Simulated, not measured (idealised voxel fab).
Process module heading - voxel self aligned vias
Cross-sectional view cut (width: 230 nm; square cell size: 5 nm).
A cross-section is a grid of square cells, given in bands from the top down. A band is one or more rows of cells.
This entry defines a band. It first specifies the height of the band's top and the height of its bottom in nm, and then specifies the band's materials from left to right, stating each material with its width in nm. The word "throughout" identifies a single material that fills the band from edge to edge, while the word "empty" identifies empty space.
Note: height 0 marks the level under which the wafer is uniformly one material as received. Lowest band unbounded below, written "top 0, no bottom".
With a width like "30 to 40", each row of cells in the band differs from the next by the same amount, the top row carrying the first number and the bottom row the second.
The cross-section has no changed cell in any step marked "nothing was modified".
So "Closed internal cavities" is basically the list of trapped voids: any empty space of 8 cells or more that can't reach the top through an opening. They're written width x height at distance, the distance being from the left edge, and it's all nm.
Formally, on a step line, whatever follows the settings is a remark that the simulator itself makes on the step.
overlay nm: right-of-plan distance of the mask on a masked step; negative values mean left-of-plan.

### Listed below are the process steps as planned
1: RECEIVE,material Si
2: CONFORMAL_DEP,material SiO2,thk nm 15
3: CONFORMAL_DEP,material SiCN,thk nm 5
4: DIRECTIONAL_DEP,material lowk,thk nm 20
5: MASKED_ETCH,tone open,mask id LINES,width nm 30,pitch nm 55,etch materials lowk,depth nm 20,overlay nm 0
6: CONFORMAL_DEP,material TiN,thk nm 5
7: FILL_DEP,material W,thk nm 10
8: CMP,height nm 40
9: SELECTIVE_ETCH,etch materials W Ru TiN,depth nm 5
10: FILL_DEP,material SiN,thk nm 10
11: CMP,height nm 40
12: DIRECTIONAL_DEP,material lowk,thk nm 20
13: DIRECTIONAL_DEP,material aC,thk nm 15
14: PATTERN,tone open,mask id VIAS,material resist,width nm 40,thk nm 30,overlay nm 0
15: DIRECTIONAL_ETCH,etch materials aC,depth nm 15
16: STRIP,etch materials resist
17: DIRECTIONAL_ETCH,etch materials lowk,depth nm 20
18: DIRECTIONAL_ETCH,etch materials SiN,depth nm 5
19: STRIP,etch materials aC
20: CONFORMAL_DEP,material TiN,thk nm 5
21: FILL_DEP,material W,thk nm 10
22: CMP,height nm 60
23: CONFORMAL_DEP,material SiN,thk nm 5

### First wafer, two in total, run as planned

### as received, after step 1
* top 0, no bottom | Si throughout
* Closed internal cavities: none

### Wafer section view after processing step 2
* top 15, bottom 0 | SiO2 throughout
* Unchanged below 0.

### Wafer section view after processing step 3
* top 20, bottom 15 | SiCN throughout
* Unchanged below 15.

### Wafer section view after processing step 4
* top 40, bottom 20 | lowk throughout
* Unchanged below 20.

### Wafer section view after processing step 5
* top 40, bottom 20 | lowk: 70, then empty: 30, then lowk: 25, then empty: 30, then lowk: 75
* Unchanged below 20.

### Wafer section view after processing step 6
* top 45, bottom 40 | TiN: 75, then empty: 20, then TiN: 35, then empty: 20, then TiN: 80
* top 40, bottom 25 | lowk: 70, then TiN: 5, then empty: 20, then TiN: 5, then lowk: 25, then TiN: 5, then empty: 20, then TiN: 5, then lowk: 75
* top 25, bottom 20 | lowk: 70, then TiN: 30, then lowk: 25, then TiN: 30, then lowk: 75
* Unchanged below 20.

### Wafer section view after processing step 7
* top 55, bottom 45 | W throughout
* top 45, bottom 40 | TiN: 75, then W: 20, then TiN: 35, then W: 20, then TiN: 80
* top 40, bottom 25 | lowk: 70, then TiN: 5, then W: 20, then TiN: 5, then lowk: 25, then TiN: 5, then W: 20, then TiN: 5, then lowk: 75
* Unchanged below 25.

### Wafer section view after processing step 8
* top 40, bottom 25 | lowk: 70, then TiN: 5, then W: 20, then TiN: 5, then lowk: 25, then TiN: 5, then W: 20, then TiN: 5, then lowk: 75
* Unchanged below 25.

### Wafer section view after processing step 9
* top 40, bottom 35 | lowk: 70, then empty: 30, then lowk: 25, then empty: 30, then lowk: 75
* Unchanged below 35.

### Wafer section view after processing step 10
* top 50, bottom 40 | SiN throughout
* top 40, bottom 35 | lowk: 70, then SiN: 30, then lowk: 25, then SiN: 30, then lowk: 75
* Unchanged below 35.

### Wafer section view after processing step 11
* top 40, bottom 35 | lowk: 70, then SiN: 30, then lowk: 25, then SiN: 30, then lowk: 75
* Unchanged below 35.

### Wafer section view after processing step 12
* top 60, bottom 40 | lowk throughout
* Unchanged below 40.

### Wafer section view after processing step 13
* top 75, bottom 60 | aC throughout
* Unchanged below 60.

### Wafer section view after processing step 14
* top 105, bottom 75 | resist: 65, then empty: 40, then resist: 125
* Unchanged below 75.

### Wafer section view after processing step 15
* top 90, bottom 75 | resist: 65, then empty: 40, then resist: 125
* top 75, bottom 60 | aC: 65, then empty: 40, then aC: 125
* Unchanged below 60.

### Wafer section view after processing step 16
* top 75, bottom 60 | aC: 65, then empty: 40, then aC: 125
* Unchanged below 60.

### Wafer section view after processing step 17
* top 75, bottom 60 | aC: 65, then empty: 40, then aC: 125
* top 60, bottom 40 | lowk: 65, then empty: 40, then lowk: 125
* Unchanged below 40.

### Wafer section view after processing step 18
* top 75, bottom 60 | aC: 65, then empty: 40, then aC: 125
* top 60, bottom 40 | lowk: 65, then empty: 40, then lowk: 125
* top 40, bottom 35 | lowk: 70, then empty: 30, then lowk: 25, then SiN: 30, then lowk: 75
* Unchanged below 35.

### Wafer section view after processing step 19
* top 60, bottom 40 | lowk: 65, then empty: 40, then lowk: 125
* Unchanged below 40.

### Wafer section view after processing step 20
* top 65, bottom 60 | TiN: 70, then empty: 30, then TiN: 130
* top 60, bottom 45 | lowk: 65, then TiN: 5, then empty: 30, then TiN: 5, then lowk: 125
* top 45, bottom 40 | lowk: 65, then TiN: 10, then empty: 20, then TiN: 10, then lowk: 125
* top 40, bottom 35 | lowk: 70, then TiN: 30, then lowk: 25, then SiN: 30, then lowk: 75
* Unchanged below 35.

### Wafer section view after processing step 21
* top 75, bottom 65 | W throughout
* top 65, bottom 60 | TiN: 70, then W: 30, then TiN: 130
* top 60, bottom 45 | lowk: 65, then TiN: 5, then W: 30, then TiN: 5, then lowk: 125
* top 45, bottom 40 | lowk: 65, then TiN: 10, then W: 20, then TiN: 10, then lowk: 125
* Unchanged below 40.

### Wafer section view after processing step 22
* top 60, bottom 45 | lowk: 65, then TiN: 5, then W: 30, then TiN: 5, then lowk: 125
* Unchanged below 45.

### Wafer section view after processing step 23
* top 65, bottom 60 | SiN throughout
* Unchanged below 60.

### Second Wafer (Identical Start and Plan, One Processing Error; Matches First Wafer Through Step 4)

### Cross-section of the second wafer corresponding to the planned conclusion of step 5
* top 40, bottom 20 | lowk: 70, then empty: 35, then lowk: 20, then empty: 35, then lowk: 70
* Unchanged below 20.

### Cross-section of the second wafer corresponding to the planned conclusion of step 6
* top 45, bottom 40 | TiN: 75, then empty: 25, then TiN: 30, then empty: 25, then TiN: 75
* top 40, bottom 25 | lowk: 70, then TiN: 5, then empty: 25, then TiN: 5, then lowk: 20, then TiN: 5, then empty: 25, then TiN: 5, then lowk: 70
* top 25, bottom 20 | lowk: 70, then TiN: 35, then lowk: 20, then TiN: 35, then lowk: 70
* Unchanged below 20.

### Cross-section of the second wafer corresponding to the planned conclusion of step 7
* top 55, bottom 45 | W throughout
* top 45, bottom 40 | TiN: 75, then W: 25, then TiN: 30, then W: 25, then TiN: 75
* top 40, bottom 25 | lowk: 70, then TiN: 5, then W: 25, then TiN: 5, then lowk: 20, then TiN: 5, then W: 25, then TiN: 5, then lowk: 70
* Unchanged below 25.

### Cross-section of the second wafer corresponding to the planned conclusion of step 8
* top 40, bottom 25 | lowk: 70, then TiN: 5, then W: 25, then TiN: 5, then lowk: 20, then TiN: 5, then W: 25, then TiN: 5, then lowk: 70
* Unchanged below 25.

### Cross-section of the second wafer corresponding to the planned conclusion of step 9
* top 40, bottom 35 | lowk: 70, then empty: 35, then lowk: 20, then empty: 35, then lowk: 70
* Unchanged below 35.

### Cross-section of the second wafer corresponding to the planned conclusion of step 10
* top 50, bottom 40 | SiN throughout
* top 40, bottom 35 | lowk: 70, then SiN: 35, then lowk: 20, then SiN: 35, then lowk: 70
* Unchanged below 35.

### Cross-section of the second wafer corresponding to the planned conclusion of step 11
* top 40, bottom 35 | lowk: 70, then SiN: 35, then lowk: 20, then SiN: 35, then lowk: 70
* Unchanged below 35.

### Cross-section of the second wafer corresponding to the planned conclusion of step 12
* top 60, bottom 40 | lowk throughout
* Unchanged below 40.

### Cross-section of the second wafer corresponding to the planned conclusion of step 13
* top 75, bottom 60 | aC throughout
* Unchanged below 60.

### Cross-section of the second wafer corresponding to the planned conclusion of step 14
* top 105, bottom 75 | resist: 65, then empty: 40, then resist: 125
* Unchanged below 75.

### Cross-section of the second wafer corresponding to the planned conclusion of step 15
* top 90, bottom 75 | resist: 65, then empty: 40, then resist: 125
* top 75, bottom 60 | aC: 65, then empty: 40, then aC: 125
* Unchanged below 60.

### Cross-section of the second wafer corresponding to the planned conclusion of step 16
* top 75, bottom 60 | aC: 65, then empty: 40, then aC: 125
* Unchanged below 60.

### Cross-section of the second wafer corresponding to the planned conclusion of step 17
* top 75, bottom 60 | aC: 65, then empty: 40, then aC: 125
* top 60, bottom 40 | lowk: 65, then empty: 40, then lowk: 125
* Unchanged below 40.

### Cross-section of the second wafer corresponding to the planned conclusion of step 18
* top 75, bottom 60 | aC: 65, then empty: 40, then aC: 125
* top 60, bottom 40 | lowk: 65, then empty: 40, then lowk: 125
* top 40, bottom 35 | lowk: 70, then empty: 35, then lowk: 20, then SiN: 35, then lowk: 70
* Unchanged below 35.

### Cross-section of the second wafer corresponding to the planned conclusion of step 19
* top 60, bottom 40 | lowk: 65, then empty: 40, then lowk: 125
* Unchanged below 40.

### Cross-section of the second wafer corresponding to the planned conclusion of step 20
* top 65, bottom 60 | TiN: 70, then empty: 30, then TiN: 130
* top 60, bottom 45 | lowk: 65, then TiN: 5, then empty: 30, then TiN: 5, then lowk: 125
* top 45, bottom 40 | lowk: 65, then TiN: 10, then empty: 25, then TiN: 5, then lowk: 125
* top 40, bottom 35 | lowk: 70, then TiN: 35, then lowk: 20, then SiN: 35, then lowk: 70
* Unchanged below 35.

### Cross-section of the second wafer corresponding to the planned conclusion of step 21
* top 75, bottom 65 | W throughout
* top 65, bottom 60 | TiN: 70, then W: 30, then TiN: 130
* top 60, bottom 45 | lowk: 65, then TiN: 5, then W: 30, then TiN: 5, then lowk: 125
* top 45, bottom 40 | lowk: 65, then TiN: 10, then W: 25, then TiN: 5, then lowk: 125
* Unchanged below 40.

### Cross-section of the second wafer corresponding to the planned conclusion of step 22
* top 60, bottom 45 | lowk: 65, then TiN: 5, then W: 30, then TiN: 5, then lowk: 125
* Unchanged below 45.

### Cross-section of the second wafer corresponding to the planned conclusion of step 23
* top 65, bottom 60 | SiN throughout
* Unchanged below 60.
The mistake made against the process plan was this: the process deviated at step 5: the operation and settings actually run there were MASKED_ETCH,tone open,mask id LINES,width nm 35,pitch nm 55,etch materials lowk,depth nm 20,overlay nm 0
FYI, end of process, the second wafer has more or fewer cells of some materials than the first: SiN +1 | TiN +2 | W +5 | lowk -8
